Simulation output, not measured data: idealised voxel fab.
The following is a process module called voxel self aligned vias.
Section cut is 295 nm wide and gridded with 5 nm square cells.
A cross-section is a grid of square cells, given in bands from the top down. A band is one or more rows of cells.
Look at the band entry: it leads with the top's height and the bottom's height in nm. Then it lists the materials left to right, with a width in nm for each. The word "throughout" on a single material says that material fills the band edge to edge. The word "empty" is empty space.
Note: height 0 marks the level under which the wafer is uniformly one material as received. Lowest band unbounded below, written "0 down".
A two-number width, for instance "30..40", indicates that the width is equal to the first number in the top row of the band and to the second number in the bottom row, and that it changes by a constant amount per row of cells.
Step note "changes: none" = no cross-section cell changed.
The entry titled "Sealed voids" provides the empty spaces that have no open way to the top, restricted to those of 8 cells or more. Each is presented as width x height at distance, the distance being measured from the left edge, with all three in nm.
Read whatever lies past the settings on a step's line as the simulator's own remark about the step.
If you see "overlay nm" on a step's line and that step has a mask, it's telling you how far right of where it was planned the mask ended up; a negative number means it went left instead.
Steps planned for the process:
1. RECEIVE, material Si
2. CONFORMAL_DEP, material SiO2, thk nm 10
3. CONFORMAL_DEP, material SiCN, thk nm 5
4. DIRECTIONAL_DEP, material lowk, thk nm 30
5. DIRECTIONAL_DEP, material aC, thk nm 10
6. PATTERN, tone open, mask id LINES, material resist, width nm 20, pitch nm 55, thk nm 25, overlay nm 0
7. DIRECTIONAL_ETCH, etch materials aC, depth nm 10
8. STRIP, etch materials resist
9. DIRECTIONAL_ETCH, etch materials lowk, depth nm 30
10. STRIP, etch materials aC
11. CONFORMAL_DEP, material TiN, thk nm 5
12. FILL_DEP, material Ru, thk nm 5
13. CMP, height nm 45
14. SELECTIVE_ETCH, etch materials W Ru TiN, depth nm 5
15. FILL_DEP, material SiN, thk nm 5
16. CMP, height nm 45
17. DIRECTIONAL_DEP, material lowk, thk nm 15
18. DIRECTIONAL_DEP, material aC, thk nm 15
19. PATTERN, tone open, mask id VIAS, material resist, width nm 30, thk nm 30, overlay nm -15
20. DIRECTIONAL_ETCH, etch materials aC, depth nm 15
21. STRIP, etch materials resist
22. DIRECTIONAL_ETCH, etch materials lowk, depth nm 15
23. DIRECTIONAL_ETCH, etch materials SiN, depth nm 5
24. STRIP, etch materials aC
25. CONFORMAL_DEP, material TiN, thk nm 5
26. FILL_DEP, material Cu, thk nm 5
27. CMP, height nm 60
28. CONFORMAL_DEP, material SiN, thk nm 5
Where the wafers of this document differ is in the overlay nm of step 19; they start out the same, and the plan states the value that applied to the first wafer.
First wafer of several, as received: cross-section after step 1:
> 0 down | Si throughout
> Sealed voids: none
Module end state after final step 28: cross-section of the first of several wafers:
> 65 to 60 | SiN throughout
> 60 to 50 | 90 of lowk, 5 of TiN, 20 of Cu, 5 of TiN, 175 of lowk
> 50 to 45 | 90 of lowk, 30 of TiN, 175 of lowk
> 45 to 40 | 110 of lowk, 10 of TiN, 10 of SiN, 35 of lowk, 20 of SiN, 110 of lowk
> 40 to 20 | 110 of lowk, 5 of TiN, 10 of Ru, 5 of TiN, 35 of lowk, 5 of TiN, 10 of Ru, 5 of TiN, 110 of lowk
> 20 to 15 | 110 of lowk, 20 of TiN, 35 of lowk, 20 of TiN, 110 of lowk
> 15 to 10 | SiCN throughout
> 10 to 0 | SiO2 throughout
> 0 down | Si throughout
> Sealed voids: none
End of module, last wafer sectioned:
> 65 to 60 | SiN throughout
> 60 to 50 | 120 of lowk, 5 of TiN, 20 of Cu, 5 of TiN, 145 of lowk
> 50 to 45 | 120 of lowk, 30 of TiN, 145 of lowk
> 45 to 40 | 110 of lowk, 10 of SiN, 10 of TiN, 35 of lowk, 20 of SiN, 110 of lowk
> 40 to 20 | 110 of lowk, 5 of TiN, 10 of Ru, 5 of TiN, 35 of lowk, 5 of TiN, 10 of Ru, 5 of TiN, 110 of lowk
> 20 to 15 | 110 of lowk, 20 of TiN, 35 of lowk, 20 of TiN, 110 of lowk
> 15 to 10 | SiCN throughout
> 10 to 0 | SiO2 throughout
> 0 down | Si throughout
> Sealed voids: none
So in this table every wafer gets its own row, and what you see is where it stands at the end of the module: for each material, how many cells it picked up (+) or gave up (-) since we received it, and after that its closed voids:
overlay nm -15; +8 Cu; +16 Ru; +59 SiCN; +65 SiN; +118 SiO2; +36 TiN; +465 lowk; Sealed voids: none
overlay nm -10; +9 Cu; +16 Ru; +59 SiCN; +64 SiN; +118 SiO2; +36 TiN; +465 lowk; Sealed voids: none
overlay nm -5; +10 Cu; +16 Ru; +59 SiCN; +63 SiN; +118 SiO2; +36 TiN; +465 lowk; Sealed voids: none
overlay nm 0; +10 Cu; +16 Ru; +59 SiCN; +63 SiN; +118 SiO2; +36 TiN; +465 lowk; Sealed voids: none
overlay nm 5; +10 Cu; +16 Ru; +59 SiCN; +63 SiN; +118 SiO2; +36 TiN; +465 lowk; Sealed voids: none
overlay nm 10; +9 Cu; +16 Ru; +59 SiCN; +64 SiN; +118 SiO2; +36 TiN; +465 lowk; Sealed voids: none
overlay nm 15; +8 Cu; +16 Ru; +59 SiCN; +65 SiN; +118 SiO2; +36 TiN; +465 lowk; Sealed voids: none
